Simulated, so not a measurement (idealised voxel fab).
process module | voxel lift off
cross-section cut | 140 nm wide | cells 5 nm
This document writes a cross-section as a grid whose cells are square, and gives it as bands, listed from the top down; one or more rows of cells form a band. It is stipulated that each band's entry specify, in nanometres, the height of the top of the band and then that of its bottom, followed by the materials of the band in left-to-right sequence, each together with its width in nanometres. A single material marked by the word "edge to edge" is understood to fill the band from edge to edge; the word "blank" is understood to denote empty space. Basically, 0 is our baseline, since under it the wafer straight out of the box is all one material. The bottom band has no lower end and keeps on going down, so it looks like "0 -> down". With a width like "30..40", each row of cells in the band differs from the next by the same amount, the top row carrying the first number and the bottom row the second. Given "identical to before" for a step, no cell of the cross-section differs between before and after that step. "Closed-off voids": empty spaces of 8 cells or more with no open way to the top, each given as width x height at distance, distance from the left edge, all in nm. On each step's line, the part that comes after the settings is the simulator's own comment on the step. When a step includes a mask, the "overlay nm" setting on its line states how far to the right of its planned place that mask lay, and negative values state how far to the left.

Planned step list for the process
- 1: RECEIVE: material Si
- 2: CONFORMAL_DEP: material Al2O3, thk nm 5
- 3: PATTERN: tone open, mask id LINES, material resist, width nm 20, pitch nm 45, thk nm 20, overlay nm 0
- 4: DIRECTIONAL_DEP: material Ru, thk nm 5
- 5: STRIP: etch materials resist
- 6: CONFORMAL_DEP: material SiCN, thk nm 5

Below: the first of two wafers, run as planned

Wafer as received: cross-section following step 1
- 0 -> down | Si edge to edge
- Closed-off voids: none

The wafer in cross-section once step 2 is complete
- 5 -> 0 | Al2O3 edge to edge
- Beneath the level 0, the cross-section is identical to its previous state.

The wafer in cross-section once step 3 is complete
- 25 -> 5 | 15 nm resist | 20 nm blank | 25 nm resist | 20 nm blank | 25 nm resist | 20 nm blank | 15 nm resist
- Beneath the level 5, the cross-section is identical to its previous state.

The wafer in cross-section once step 4 is complete
- 30 -> 25 | 15 nm Ru | 20 nm blank | 25 nm Ru | 20 nm blank | 25 nm Ru | 20 nm blank | 15 nm Ru
- 25 -> 10 | 15 nm resist | 20 nm blank | 25 nm resist | 20 nm blank | 25 nm resist | 20 nm blank | 15 nm resist
- 10 -> 5 | 15 nm resist | 20 nm Ru | 25 nm resist | 20 nm Ru | 25 nm resist | 20 nm Ru | 15 nm resist
- Beneath the level 5, the cross-section is identical to its previous state.

The wafer in cross-section once step 5 is complete
- 10 -> 5 | 15 nm blank | 20 nm Ru | 25 nm blank | 20 nm Ru | 25 nm blank | 20 nm Ru | 15 nm blank
- Beneath the level 5, the cross-section is identical to its previous state.

The wafer in cross-section once step 6 is complete
- 15 -> 10 | 10 nm blank | 30 nm SiCN | 15 nm blank | 30 nm SiCN | 15 nm blank | 30 nm SiCN | 10 nm blank
- 10 -> 5 | 15 nm SiCN | 20 nm Ru | 25 nm SiCN | 20 nm Ru | 25 nm SiCN | 20 nm Ru | 15 nm SiCN
- Beneath the level 5, the cross-section is identical to its previous state.

Second Wafer (Identical Start and Plan, One Processing Error; Matches First Wafer Through Step 1)

The second wafer cut through, at the time step 2 was supposed to be finished
- 5 -> 0 | Ru edge to edge
- Beneath the level 0, the cross-section is identical to its previous state.

The second wafer cut through, at the time step 3 was supposed to be finished
- 25 -> 5 | 15 nm resist | 20 nm blank | 25 nm resist | 20 nm blank | 25 nm resist | 20 nm blank | 15 nm resist
- Beneath the level 5, the cross-section is identical to its previous state.

The second wafer cut through, at the time step 4 was supposed to be finished
- 30 -> 25 | 15 nm Ru | 20 nm blank | 25 nm Ru | 20 nm blank | 25 nm Ru | 20 nm blank | 15 nm Ru
- 25 -> 10 | 15 nm resist | 20 nm blank | 25 nm resist | 20 nm blank | 25 nm resist | 20 nm blank | 15 nm resist
- 10 -> 5 | 15 nm resist | 20 nm Ru | 25 nm resist | 20 nm Ru | 25 nm resist | 20 nm Ru | 15 nm resist
- Beneath the level 5, the cross-section is identical to its previous state.

The second wafer cut through, at the time step 5 was supposed to be finished
- 10 -> 5 | 15 nm blank | 20 nm Ru | 25 nm blank | 20 nm Ru | 25 nm blank | 20 nm Ru | 15 nm blank
- Beneath the level 5, the cross-section is identical to its previous state.

The second wafer cut through, at the time step 6 was supposed to be finished
- 15 -> 10 | 10 nm blank | 30 nm SiCN | 15 nm blank | 30 nm SiCN | 15 nm blank | 30 nm SiCN | 10 nm blank
- 10 -> 5 | 15 nm SiCN | 20 nm Ru | 25 nm SiCN | 20 nm Ru | 25 nm SiCN | 20 nm Ru | 15 nm SiCN
- Beneath the level 5, the cross-section is identical to its previous state.
Want to know what went wrong? step 2 was processed under conditions differing from the plan, specifically as CONFORMAL_DEP: material Ru, thk nm 5
The final cell counts differ between the wafers, with the second having more or fewer of some materials than the first: 28 fewer of Al2O3; 28 more of Ru
